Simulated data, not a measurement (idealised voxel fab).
process module | voxel released beams
cross-section cut | 160 nm wide | cells 5 nm
A cross-section is a grid of square cells, given in bands from the top down. A band is one or more rows of cells.
Each band's line starts with the height of the band's top and of its bottom, in nm. Then come its materials from left to right, each with its width in nm. One material with "throughout" fills the band from edge to edge. "air" is empty space.
Height 0 is the level under which the wafer as received is all one material. The lowest band goes on downwards, as in "0 down".
A width such as "30 to 40" changes by the same amount from each row of cells to the next, from the band's top row to its bottom row.
"no change" after a step means that no cell of the cross-section changed.
closed voids: empty space of 8 cells or more with no open way to the top, each as width x height at its distance from the left edge, in nm
after a step's settings: what the simulator itself notes on the step
overlay nm, on a step with a mask: how far to the right of its planned place the mask lay; to the left if negative
plan
1 op RECEIVE | material Si
2 op CONFORMAL_DEP | material Al2O3 | thk nm 5
3 op DIRECTIONAL_DEP | material SiO2 | thk nm 20
4 op DIRECTIONAL_DEP | material aC | thk nm 10
5 op PATTERN | tone open | mask id ANCHOR | material resist | width nm 25 | thk nm 25 | overlay nm -15
6 op DIRECTIONAL_ETCH | etch materials aC | depth nm 10
7 op STRIP | etch materials resist
8 op DIRECTIONAL_ETCH | etch materials SiO2 | depth nm 20
9 op STRIP | etch materials aC
10 op CONFORMAL_DEP | material polySi | thk nm 10
11 op PATTERN | tone cover | mask id BEAM | material resist | width nm 90 | thk nm 15 | overlay nm 0
12 op DIRECTIONAL_ETCH | etch materials polySi | depth nm 10
13 op STRIP | etch materials resist
14 op STRIP | etch materials SiO2
varied across the wafers: overlay nm of step 5. The plan shows the first wafer's value. All wafers start alike
first wafer as received, after step 1
  0 down: Si throughout
  closed voids: none
each wafer at the end: cells of each material gained (+) or lost (-) since it was received, then its closed voids
overlay nm -15 | +32 Al2O3 | +52 polySi | closed voids: none
overlay nm -10 | +32 Al2O3 | +52 polySi | closed voids: none
overlay nm -5 | +32 Al2O3 | +52 polySi | closed voids: none
overlay nm 0 | +32 Al2O3 | +52 polySi | closed voids: none
overlay nm 5 | +32 Al2O3 | +52 polySi | closed voids: none
overlay nm 10 | +32 Al2O3 | +52 polySi | closed voids: none
overlay nm 15 | +32 Al2O3 | +52 polySi | closed voids: none
